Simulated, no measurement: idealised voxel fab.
process module | voxel self aligned vias
cross-section cut | 220 nm wide | cells 5 nm
A cross-section is a grid of square cells, given in bands from the top down. A band is one or more rows of cells.
Each band's line starts with the height of the band's top and of its bottom, in nm. Then come its materials from left to right, each with its width in nm. One material with "throughout" fills the band from edge to edge. "air" is empty space.
Height 0 is the level under which the wafer as received is all one material. The lowest band goes on downwards, as in "0 down".
A width such as "30 to 40" changes by the same amount from each row of cells to the next, from the band's top row to its bottom row.
"no change" after a step means that no cell of the cross-section changed.
closed voids: empty space of 8 cells or more with no open way to the top, each as width x height at its distance from the left edge, in nm
after a step's settings: what the simulator itself notes on the step
overlay nm, on a step with a mask: how far to the right of its planned place the mask lay; to the left if negative
plan
1 op RECEIVE | material Si
2 op CONFORMAL_DEP | material SiO2 | thk nm 10
3 op CONFORMAL_DEP | material SiCN | thk nm 5
4 op DIRECTIONAL_DEP | material SiO2 | thk nm 20
5 op MASKED_ETCH | tone open | mask id LINES | width nm 20 | pitch nm 65 | etch materials SiO2 | depth nm 20 | overlay nm 0
6 op CONFORMAL_DEP | material TiN | thk nm 5
7 op FILL_DEP | material Ru | thk nm 5
8 op CMP | height nm 35
9 op SELECTIVE_ETCH | etch materials W Ru TiN | depth nm 5
10 op FILL_DEP | material SiN | thk nm 5
11 op CMP | height nm 35
12 op DIRECTIONAL_DEP | material SiO2 | thk nm 20
13 op DIRECTIONAL_DEP | material aC | thk nm 15
14 op PATTERN | tone open | mask id VIAS | material resist | width nm 40 | pitch nm 130 | thk nm 35 | overlay nm 0
15 op DIRECTIONAL_ETCH | etch materials aC | depth nm 15
16 op STRIP | etch materials resist
17 op DIRECTIONAL_ETCH | etch materials SiO2 | depth nm 20
18 op DIRECTIONAL_ETCH | etch materials SiN | depth nm 5
19 op STRIP | etch materials aC
20 op CONFORMAL_DEP | material TiN | thk nm 5
21 op FILL_DEP | material Ru | thk nm 5
22 op CMP | height nm 55
23 op CONFORMAL_DEP | material SiN | thk nm 5
first wafer, as planned
as received, after step 1
  0 down: Si throughout
  closed voids: none
after step 2
  10 to 0: SiO2 throughout
  below 0: unchanged
after step 3
  15 to 10: SiCN throughout
  below 10: unchanged
after step 4
  35 to 15: SiO2 throughout
  below 15: unchanged
after step 5
  35 to 15: SiO2 35 | air 20 | SiO2 45 | air 20 | SiO2 45 | air 20 | SiO2 35
  below 15: unchanged
after step 6
  40 to 35: TiN 40 | air 10 | TiN 55 | air 10 | TiN 55 | air 10 | TiN 40
  35 to 20: SiO2 35 | TiN 5 | air 10 | TiN 5 | SiO2 45 | TiN 5 | air 10 | TiN 5 | SiO2 45 | TiN 5 | air 10 | TiN 5 | SiO2 35
  20 to 15: SiO2 35 | TiN 20 | SiO2 45 | TiN 20 | SiO2 45 | TiN 20 | SiO2 35
  below 15: unchanged
after step 7
  45 to 40: Ru throughout
  40 to 35: TiN 40 | Ru 10 | TiN 55 | Ru 10 | TiN 55 | Ru 10 | TiN 40
  35 to 20: SiO2 35 | TiN 5 | Ru 10 | TiN 5 | SiO2 45 | TiN 5 | Ru 10 | TiN 5 | SiO2 45 | TiN 5 | Ru 10 | TiN 5 | SiO2 35
  below 20: unchanged
after step 8
  35 to 20: SiO2 35 | TiN 5 | Ru 10 | TiN 5 | SiO2 45 | TiN 5 | Ru 10 | TiN 5 | SiO2 45 | TiN 5 | Ru 10 | TiN 5 | SiO2 35
  below 20: unchanged
after step 9
  35 to 30: SiO2 35 | air 20 | SiO2 45 | air 20 | SiO2 45 | air 20 | SiO2 35
  below 30: unchanged
after step 10
  40 to 35: SiN throughout
  35 to 30: SiO2 35 | SiN 20 | SiO2 45 | SiN 20 | SiO2 45 | SiN 20 | SiO2 35
  below 30: unchanged
after step 11
  35 to 30: SiO2 35 | SiN 20 | SiO2 45 | SiN 20 | SiO2 45 | SiN 20 | SiO2 35
  below 30: unchanged
after step 12
  55 to 35: SiO2 throughout
  below 35: unchanged
after step 13
  70 to 55: aC throughout
  below 55: unchanged
after step 14
  105 to 70: resist 25 | air 40 | resist 90 | air 40 | resist 25
  below 70: unchanged
after step 15
  90 to 70: resist 25 | air 40 | resist 90 | air 40 | resist 25
  70 to 55: aC 25 | air 40 | aC 90 | air 40 | aC 25
  below 55: unchanged
after step 16
  70 to 55: aC 25 | air 40 | aC 90 | air 40 | aC 25
  below 55: unchanged
after step 17
  70 to 55: aC 25 | air 40 | aC 90 | air 40 | aC 25
  55 to 35: SiO2 25 | air 40 | SiO2 90 | air 40 | SiO2 25
  below 35: unchanged
after step 18
  70 to 55: aC 25 | air 40 | aC 90 | air 40 | aC 25
  55 to 35: SiO2 25 | air 40 | SiO2 90 | air 40 | SiO2 25
  35 to 30: SiO2 35 | air 20 | SiO2 45 | SiN 20 | SiO2 45 | air 20 | SiO2 35
  below 30: unchanged
after step 19
  55 to 35: SiO2 25 | air 40 | SiO2 90 | air 40 | SiO2 25
  below 35: unchanged
after step 20
  60 to 55: TiN 30 | air 30 | TiN 100 | air 30 | TiN 30
  55 to 40: SiO2 25 | TiN 5 | air 30 | TiN 5 | SiO2 90 | TiN 5 | air 30 | TiN 5 | SiO2 25
  40 to 35: SiO2 25 | TiN 15 | air 10 | TiN 15 | SiO2 90 | TiN 15 | air 10 | TiN 15 | SiO2 25
  35 to 30: SiO2 35 | TiN 20 | SiO2 45 | SiN 20 | SiO2 45 | TiN 20 | SiO2 35
  below 30: unchanged
after step 21
  65 to 60: Ru throughout
  60 to 55: TiN 30 | Ru 30 | TiN 100 | Ru 30 | TiN 30
  55 to 40: SiO2 25 | TiN 5 | Ru 30 | TiN 5 | SiO2 90 | TiN 5 | Ru 30 | TiN 5 | SiO2 25
  40 to 35: SiO2 25 | TiN 15 | Ru 10 | TiN 15 | SiO2 90 | TiN 15 | Ru 10 | TiN 15 | SiO2 25
  below 35: unchanged
after step 22
  55 to 40: SiO2 25 | TiN 5 | Ru 30 | TiN 5 | SiO2 90 | TiN 5 | Ru 30 | TiN 5 | SiO2 25
  below 40: unchanged
after step 23
  60 to 55: SiN throughout
  below 55: unchanged
second wafer: like start, like plan, one mistake. Through step 13 it matches the first wafer
when step 14 should have ended
  105 to 70: resist 30 | air 35 | resist 95 | air 35 | resist 25
  below 70: unchanged
when step 15 should have ended
  90 to 70: resist 30 | air 35 | resist 95 | air 35 | resist 25
  70 to 55: aC 30 | air 35 | aC 95 | air 35 | aC 25
  below 55: unchanged
when step 16 should have ended
  70 to 55: aC 30 | air 35 | aC 95 | air 35 | aC 25
  below 55: unchanged
when step 17 should have ended
  70 to 55: aC 30 | air 35 | aC 95 | air 35 | aC 25
  55 to 35: SiO2 30 | air 35 | SiO2 95 | air 35 | SiO2 25
  below 35: unchanged
when step 18 should have ended
  70 to 55: aC 30 | air 35 | aC 95 | air 35 | aC 25
  55 to 35: SiO2 30 | air 35 | SiO2 95 | air 35 | SiO2 25
  35 to 30: SiO2 35 | air 20 | SiO2 45 | SiN 20 | SiO2 45 | air 20 | SiO2 35
  below 30: unchanged
when step 19 should have ended
  55 to 35: SiO2 30 | air 35 | SiO2 95 | air 35 | SiO2 25
  below 35: unchanged
when step 20 should have ended
  60 to 55: TiN 35 | air 25 | TiN 105 | air 25 | TiN 30
  55 to 40: SiO2 30 | TiN 5 | air 25 | TiN 5 | SiO2 95 | TiN 5 | air 25 | TiN 5 | SiO2 25
  40 to 35: SiO2 30 | TiN 10 | air 10 | TiN 15 | SiO2 95 | TiN 10 | air 10 | TiN 15 | SiO2 25
  35 to 30: SiO2 35 | TiN 20 | SiO2 45 | SiN 20 | SiO2 45 | TiN 20 | SiO2 35
  below 30: unchanged
when step 21 should have ended
  65 to 60: Ru throughout
  60 to 55: TiN 35 | Ru 25 | TiN 105 | Ru 25 | TiN 30
  55 to 40: SiO2 30 | TiN 5 | Ru 25 | TiN 5 | SiO2 95 | TiN 5 | Ru 25 | TiN 5 | SiO2 25
  40 to 35: SiO2 30 | TiN 10 | Ru 10 | TiN 15 | SiO2 95 | TiN 10 | Ru 10 | TiN 15 | SiO2 25
  below 35: unchanged
when step 22 should have ended
  55 to 40: SiO2 30 | TiN 5 | Ru 25 | TiN 5 | SiO2 95 | TiN 5 | Ru 25 | TiN 5 | SiO2 25
  below 40: unchanged
when step 23 should have ended
  60 to 55: SiN throughout
  below 55: unchanged
what went wrong: step 14 ran as: op PATTERN | tone open | mask id VIAS | material resist | width nm 35 | pitch nm 130 | thk nm 35 | overlay nm 0
at the end the second wafer has, in cells: 6 fewer of Ru | 8 more of SiO2 | 2 fewer of TiN
